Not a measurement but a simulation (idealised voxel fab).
Module name: voxel capacitor over wiring (process module)
The width of the displayed cross-section, cut, is 250 nm; its cells are square, with a size of 5 nm.
Notation: cross-section as square-cell grid; stated in bands, top first, going down; one or more cell rows per band.
It is stipulated that each band's entry specify, in nanometres, the height of the top of the band and then that of its bottom, followed by the materials of the band in left-to-right sequence, each together with its width in nanometres. A single material marked by the word "throughout" is understood to fill the band from edge to edge; the word "empty" is understood to denote empty space.
We count height from 0. Below that, the starting wafer is all one material. The lowest band never ends at the bottom but goes on down; see "0..down" for how that is written.
Width: "30..40" (first number = top row, second number = bottom row, same change from row to row of cells).
Given "remains unaltered" for a step, no cell of the cross-section differs between before and after that step.
The label "Enclosed cavity list" introduces a list of the empty spaces, 8 cells or larger, that have no open way up to the top; each entry in it reads width x height at distance, where the distance is taken from the left edge and all three are stated in nm.
Read whatever lies past the settings on a step's line as the simulator's own remark about the step.
The optional step-line setting "overlay nm" applies to steps with a mask and quantifies how far to the right of its planned location the mask lay, a negative value indicating leftward placement.

-- This section lists the process steps that were planned
1: RECEIVE [material Si]
2: CONFORMAL_DEP [material SiO2] [thk nm 15]
3: DIRECTIONAL_DEP [material TiN] [thk nm 5]
4: DIRECTIONAL_DEP [material W] [thk nm 20]
5: PATTERN [tone cover] [mask id METAL_1] [material resist] [width nm 30] [pitch nm 100] [thk nm 15] [overlay nm 0]
6: DIRECTIONAL_ETCH [etch materials W] [depth nm 20]
7: DIRECTIONAL_ETCH [etch materials TiN] [depth nm 5]
8: STRIP [etch materials resist]
9: FILL_DEP [material SiO2] [thk nm 5]
10: CMP [height nm 40]
11: CONFORMAL_DEP [material SiCN] [thk nm 5]
12: DIRECTIONAL_DEP [material SiO2] [thk nm 20]
13: PATTERN [tone open] [mask id PLUG_1] [material resist] [width nm 15] [thk nm 15] [overlay nm 0]
14: DIRECTIONAL_ETCH [etch materials SiO2] [depth nm 20]
15: DIRECTIONAL_ETCH [etch materials SiCN] [depth nm 5]
16: STRIP [etch materials resist]
17: EPI [material Ru] [thk nm 10]
18: EPI [material Ru] [thk nm 10]
19: EPI [material Ru] [thk nm 5]
20: DIRECTIONAL_DEP [material TiN] [thk nm 10]
21: DIRECTIONAL_DEP [material HfO2] [thk nm 5]
22: DIRECTIONAL_DEP [material TiN] [thk nm 10]
23: DIRECTIONAL_DEP [material aC] [thk nm 15]
24: PATTERN [tone cover] [mask id UPPER_PLATE] [material resist] [width nm 75] [thk nm 35] [overlay nm 0]
25: DIRECTIONAL_ETCH [etch materials aC] [depth nm 15]
26: STRIP [etch materials resist]
27: DIRECTIONAL_ETCH [etch materials TiN] [depth nm 10]
28: DIRECTIONAL_ETCH [etch materials HfO2] [depth nm 5]
29: STRIP [etch materials aC]
30: DIRECTIONAL_DEP [material aC] [thk nm 15]
31: PATTERN [tone cover] [mask id LOWER_PLATE] [material resist] [width nm 85] [thk nm 35] [overlay nm 0]
32: DIRECTIONAL_ETCH [etch materials aC] [depth nm 15]
33: STRIP [etch materials resist]
34: DIRECTIONAL_ETCH [etch materials TiN] [depth nm 10]
35: STRIP [etch materials aC]
36: FILL_DEP [material SiO2] [thk nm 15]
37: CMP [height nm 100]
38: DIRECTIONAL_DEP [material aC] [thk nm 15]
39: PATTERN [tone open] [mask id PLUG_2] [material resist] [width nm 15] [thk nm 30] [overlay nm 0]
40: DIRECTIONAL_ETCH [etch materials aC] [depth nm 15]
41: STRIP [etch materials resist]
42: DIRECTIONAL_ETCH [etch materials SiO2] [depth nm 10]
43: STRIP [etch materials aC]
44: CONFORMAL_DEP [material TiN] [thk nm 5]
45: FILL_DEP [material W] [thk nm 5]
46: CMP [height nm 100]
47: CONFORMAL_DEP [material SiCN] [thk nm 5]

-- The cross-section here shows the wafer as received, i.e. in its state after step 1
* 0..down: Si throughout
* Enclosed cavity list: none

-- Starting wafer: above. Plan: above. Run: one mistake. Cross-section after the module: below
* 105..100: SiCN throughout
* 100..95: 85 nm SiO2, 5 nm TiN, 5 nm W, 5 nm TiN, 150 nm SiO2
* 95..90: 85 nm SiO2, 15 nm TiN, 150 nm SiO2
* 90..80: 75 nm SiO2, 75 nm TiN, 100 nm SiO2
* 80..75: 75 nm SiO2, 75 nm HfO2, 100 nm SiO2
* 75..65: 70 nm SiO2, 85 nm TiN, 95 nm SiO2
* 65..45: 75 nm SiO2, 15 nm Ru, 160 nm SiO2
* 45..40: 75 nm SiCN, 15 nm Ru, 160 nm SiCN
* 40..20: 65 nm SiO2, 30 nm W, 70 nm SiO2, 30 nm W, 55 nm SiO2
* 20..15: 65 nm SiO2, 30 nm TiN, 70 nm SiO2, 30 nm TiN, 55 nm SiO2
* 15..0: SiO2 throughout
* 0..down: Si throughout
* Enclosed cavity list: none
Where did the run depart from the plan? step 5, actual vs plan mismatch, actual run PATTERN [tone cover] [mask id METAL_1] [material resist] [width nm 30] [pitch nm 100] [thk nm 15] [overlay nm 5]
